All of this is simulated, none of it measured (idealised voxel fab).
process module | voxel plated lines
cross-section cut | 185 nm wide | cells 5 nm
A cross-section is a grid of square cells, given in bands from the top down. A band is one or more rows of cells.
Each band's line starts with the height of the band's top and of its bottom, in nm. Then come its materials from left to right, each with its width in nm. One material with "throughout" fills the band from edge to edge. "air" is empty space.
Height 0 is the level under which the wafer as received is all one material. The lowest band goes on downwards, as in "0 down".
A width such as "30 to 40" changes by the same amount from each row of cells to the next, from the band's top row to its bottom row.
"no change" after a step means that no cell of the cross-section changed.
closed voids: empty space of 8 cells or more with no open way to the top, each as width x height at its distance from the left edge, in nm
after a step's settings: what the simulator itself notes on the step
overlay nm, on a step with a mask: how far to the right of its planned place the mask lay; to the left if negative
plan
1 op RECEIVE | material Si
2 op CONFORMAL_DEP | material Al2O3 | thk nm 15
3 op DIRECTIONAL_DEP | material TiN | thk nm 5
4 op PATTERN | tone open | mask id LINES | material resist | width nm 20 | pitch nm 35 | thk nm 15 | overlay nm 0
5 op EPI | material Ru | thk nm 5
6 op STRIP | etch materials resist
7 op DIRECTIONAL_ETCH | etch materials TiN | depth nm 5
8 op CONFORMAL_DEP | material SiO2 | thk nm 5
as received, after step 1
  0 down: Si throughout
  closed voids: none
a wafer at the end: this start, this plan, one mistake
  30 to 25: air 45 | SiO2 30 | air 5 | SiO2 30 | air 5 | SiO2 30 | air 40
  25 to 20: air 45 | SiO2 5 | Ru 20 | SiO2 5 | air 5 | SiO2 5 | Ru 20 | SiO2 5 | air 5 | SiO2 5 | Ru 20 | SiO2 5 | air 40
  20 to 15: SiO2 50 | TiN 20 | SiO2 15 | TiN 20 | SiO2 15 | TiN 20 | SiO2 45
  15 to 0: Al2O3 throughout
  0 down: Si throughout
  closed voids: none
what went wrong: step 4 ran as: op PATTERN | tone open | mask id LINES | material resist | width nm 20 | pitch nm 35 | thk nm 15 | overlay nm 5
